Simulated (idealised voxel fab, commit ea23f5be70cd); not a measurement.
This section sets out a process module, namely voxel air gaps.
In the cross-section labelled cut, the width is 195 nm and each square cell is 5 nm.
The cross-sections in this document take the form of a grid made of square cells. They are written out as bands, in order from top to bottom. Each band consists of one or more rows of cells.
Within each band entry, the heights of the top and of the bottom of the band appear first, in that order and in nm; the materials of the band then follow from left to right, each with its corresponding width in nm. The designation "edge to edge" on a single material indicates that it fills the band from edge to edge; the designation "empty" indicates empty space.
The reference from which all heights are counted is 0, the level beneath which the as-received wafer is entirely one material; the lowest band, having no lower bound, proceeds downward and is written after the example "0 -> down".
Read "30->40" as a graded width: first number on top, second number at the bottom, same change between each pair of neighbouring rows.
Key: "no alterations made" - step with no changed cell in the cross-section.
You'll see "Tabulated closed voids" listing empty spaces that have no way open to the top, as long as they're 8 cells or more; the notation is width x height at distance, where the distance is from the left edge, and all of it is in nm.
That trailing text on a step's line, after the settings, is the simulator's own remark on the step.
The optional step-line setting "overlay nm" applies to steps with a mask and quantifies how far to the right of its planned location the mask lay, a negative value indicating leftward placement.
List of planned process steps:
1 op RECEIVE | material Si
2 op CONFORMAL_DEP | material SiO2 | thk nm 10
3 op CONFORMAL_DEP | material SiN | thk nm 5
4 op DIRECTIONAL_DEP | material lowk | thk nm 35
5 op DIRECTIONAL_DEP | material aC | thk nm 15
6 op PATTERN | tone open | mask id LINES | material resist | width nm 15 | pitch nm 45 | thk nm 30 | overlay nm 0
7 op DIRECTIONAL_ETCH | etch materials aC | depth nm 15
8 op STRIP | etch materials resist
9 op DIRECTIONAL_ETCH | etch materials lowk | depth nm 35
10 op STRIP | etch materials aC
11 op CONFORMAL_DEP | material TiN | thk nm 5
12 op FILL_DEP | material Cu | thk nm 5
13 op CMP | height nm 50
14 op EPI | material Ru | thk nm 10
15 op SELECTIVE_ETCH | etch materials lowk | depth nm 45
16 op CONFORMAL_DEP | material SiN | thk nm 5
Of two wafers, the first: run according to plan:
Incoming wafer in cross-section (state: after step 1):
* 0 -> down: Si edge to edge
* Tabulated closed voids: none
Sectional view: wafer, after step 2:
* 10 -> 0: SiO2 edge to edge
* Anything lower than 0 is untouched.
Sectional view: wafer, after step 3:
* 15 -> 10: SiN edge to edge
* Anything lower than 10 is untouched.
Sectional view: wafer, after step 4:
* 50 -> 15: lowk edge to edge
* Anything lower than 15 is untouched.
Sectional view: wafer, after step 5:
* 65 -> 50: aC edge to edge
* Anything lower than 50 is untouched.
Sectional view: wafer, after step 6:
* 95 -> 65: resist 45; empty 15; resist 30; empty 15; resist 30; empty 15; resist 45
* Anything lower than 65 is untouched.
Sectional view: wafer, after step 7:
* 80 -> 65: resist 45; empty 15; resist 30; empty 15; resist 30; empty 15; resist 45
* 65 -> 50: aC 45; empty 15; aC 30; empty 15; aC 30; empty 15; aC 45
* Anything lower than 50 is untouched.
Sectional view: wafer, after step 8:
* 65 -> 50: aC 45; empty 15; aC 30; empty 15; aC 30; empty 15; aC 45
* Anything lower than 50 is untouched.
Sectional view: wafer, after step 9:
* 65 -> 50: aC 45; empty 15; aC 30; empty 15; aC 30; empty 15; aC 45
* 50 -> 15: lowk 45; empty 15; lowk 30; empty 15; lowk 30; empty 15; lowk 45
* Anything lower than 15 is untouched.
Sectional view: wafer, after step 10:
* 50 -> 15: lowk 45; empty 15; lowk 30; empty 15; lowk 30; empty 15; lowk 45
* Anything lower than 15 is untouched.
Sectional view: wafer, after step 11:
* 55 -> 50: TiN 50; empty 5; TiN 40; empty 5; TiN 40; empty 5; TiN 50
* 50 -> 20: lowk 45; TiN 5; empty 5; TiN 5; lowk 30; TiN 5; empty 5; TiN 5; lowk 30; TiN 5; empty 5; TiN 5; lowk 45
* 20 -> 15: lowk 45; TiN 15; lowk 30; TiN 15; lowk 30; TiN 15; lowk 45
* Anything lower than 15 is untouched.
Sectional view: wafer, after step 12:
* 60 -> 55: Cu edge to edge
* 55 -> 50: TiN 50; Cu 5; TiN 40; Cu 5; TiN 40; Cu 5; TiN 50
* 50 -> 20: lowk 45; TiN 5; Cu 5; TiN 5; lowk 30; TiN 5; Cu 5; TiN 5; lowk 30; TiN 5; Cu 5; TiN 5; lowk 45
* Anything lower than 20 is untouched.
Sectional view: wafer, after step 13:
* 50 -> 20: lowk 45; TiN 5; Cu 5; TiN 5; lowk 30; TiN 5; Cu 5; TiN 5; lowk 30; TiN 5; Cu 5; TiN 5; lowk 45
* Anything lower than 20 is untouched.
Sectional view: wafer, after step 14:
* 60 -> 50: empty 35; Ru 35; empty 10; Ru 35; empty 10; Ru 35; empty 35
* Anything lower than 50 is untouched.
Sectional view: wafer, after step 15:
* 60 -> 50: empty 35; Ru 35; empty 10; Ru 35; empty 10; Ru 35; empty 35
* 50 -> 20: empty 45; TiN 5; Cu 5; TiN 5; empty 30; TiN 5; Cu 5; TiN 5; empty 30; TiN 5; Cu 5; TiN 5; empty 45
* 20 -> 15: empty 45; TiN 15; empty 30; TiN 15; empty 30; TiN 15; empty 45
* Anything lower than 15 is untouched.
Sectional view: wafer, after step 16:
* 65 -> 60: empty 30; SiN 135; empty 30
* 60 -> 50: empty 30; SiN 5; Ru 35; SiN 10; Ru 35; SiN 10; Ru 35; SiN 5; empty 30
* 50 -> 45: empty 30; SiN 15; TiN 5; Cu 5; TiN 5; SiN 30; TiN 5; Cu 5; TiN 5; SiN 30; TiN 5; Cu 5; TiN 5; SiN 15; empty 30
* 45 -> 20: empty 40; SiN 5; TiN 5; Cu 5; TiN 5; SiN 5; empty 20; SiN 5; TiN 5; Cu 5; TiN 5; SiN 5; empty 20; SiN 5; TiN 5; Cu 5; TiN 5; SiN 5; empty 40
* 20 -> 15: SiN 45; TiN 15; SiN 30; TiN 15; SiN 30; TiN 15; SiN 45
* Anything lower than 15 is untouched.
* Tabulated closed voids: 20 x 25 at 65; 20 x 25 at 110
Second wafer. Start and plan as for the first. One mistake made in running. Agrees with the first up to and including step 13:
Cross-sectional representation of the second wafer at the time designated in the plan for the completion of step 14:
* 70 -> 50: empty 25; Ru 145; empty 25
* Anything lower than 50 is untouched.
Cross-sectional representation of the second wafer at the time designated in the plan for the completion of step 15:
* 70 -> 50: empty 25; Ru 145; empty 25
* 50 -> 20: empty 45; TiN 5; Cu 5; TiN 5; lowk 30; TiN 5; Cu 5; TiN 5; lowk 30; TiN 5; Cu 5; TiN 5; empty 45
* 20 -> 15: empty 45; TiN 15; lowk 30; TiN 15; lowk 30; TiN 15; empty 45
* Anything lower than 15 is untouched.
Cross-sectional representation of the second wafer at the time designated in the plan for the completion of step 16:
* 75 -> 70: empty 20; SiN 155; empty 20
* 70 -> 50: empty 20; SiN 5; Ru 145; SiN 5; empty 20
* 50 -> 45: empty 20; SiN 25; TiN 5; Cu 5; TiN 5; lowk 30; TiN 5; Cu 5; TiN 5; lowk 30; TiN 5; Cu 5; TiN 5; SiN 25; empty 20
* 45 -> 20: empty 40; SiN 5; TiN 5; Cu 5; TiN 5; lowk 30; TiN 5; Cu 5; TiN 5; lowk 30; TiN 5; Cu 5; TiN 5; SiN 5; empty 40
* 20 -> 15: SiN 45; TiN 15; lowk 30; TiN 15; lowk 30; TiN 15; SiN 45
* Anything lower than 15 is untouched.
Run error: it should be noted that step 14 of the plan was executed twice
Bottom line after processing is that, in cells, the second wafer is up or down on some materials versus the first: +74 Ru | -40 SiN | +84 lowk
Closed void count at end of process - first wafer: 2; second wafer: 0.
